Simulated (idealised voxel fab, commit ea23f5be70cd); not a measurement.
Name of the process module below: voxel ribs on slabs
The figure presents cross-section cut, which has a width of 170 nm and is divided into square cells with an edge length of 5 nm.
Cross-section format: a grid of square cells, given as bands from top to bottom; each band is one or more rows of cells. It is stipulated that each band's entry specify, in nanometres, the height of the top of the band and then that of its bottom, followed by the materials of the band in left-to-right sequence, each together with its width in nanometres. A single material marked by the word "all across" is understood to fill the band from edge to edge; the word "blank" is understood to denote empty space. We count height from 0. Below that, the starting wafer is all one material. The lowest band never ends at the bottom but goes on down; see "from 0 down" for how that is written. The width entry "30..40" should be interpreted row by row: the top row of cells in the band takes the first number, the bottom row takes the second number, and the change between adjacent rows is uniform throughout. Take "nothing was modified" at face value: in the step it is given for, the cross-section changed in none of its cells. Empty spaces counting at least 8 cells and having no open way to the top are listed in "Enclosed void inventory". The notation width x height at distance is used for each, the distance being from the left edge and all three values in nm. Heads up: the bit after the settings on a step's line is the simulator's remark on that step. overlay nm: for a step with a mask, the amount by which the mask lay right of where it was planned; a negative amount means left of it.

Planned process steps
1) RECEIVE: material Si
2) DIRECTIONAL_DEP: material SiO2, thk nm 25
3) DIRECTIONAL_DEP: material SiN, thk nm 20
4) MASKED_ETCH: tone cover, mask id RIB, width nm 20, etch materials SiN, depth nm 15, overlay nm 0
5) PATTERN: tone cover, mask id SLAB, material resist, width nm 60, thk nm 15, overlay nm 0
6) DIRECTIONAL_ETCH: etch materials SiN, depth nm 5
7) STRIP: etch materials resist
8) FILL_DEP: material SiO2, thk nm 25
9) CMP: height nm 60
10) DIRECTIONAL_DEP: material TiN, thk nm 5
11) PATTERN: tone cover, mask id HEATER, material resist, width nm 30, thk nm 15, overlay nm 0
12) DIRECTIONAL_ETCH: etch materials TiN, depth nm 5
13) STRIP: etch materials resist
14) CONFORMAL_DEP: material SiN, thk nm 10

as received, after step 1
from 0 down  Si all across
Enclosed void inventory: none

One mistake in running the module, otherwise start and plan as above: cross-section at the end
from 65 to 60  70 of blank, 30 of TiN, 70 of blank
from 60 to 45  SiO2 all across
from 45 to 30  75 of SiO2, 20 of SiN, 75 of SiO2
from 30 to 25  55 of SiO2, 60 of SiN, 55 of SiO2
from 25 to 0  SiO2 all across
from 0 down  Si all across
Enclosed void inventory: none
Short version of what went wrong: the run left out plan step 14 entirely, so it was never executed
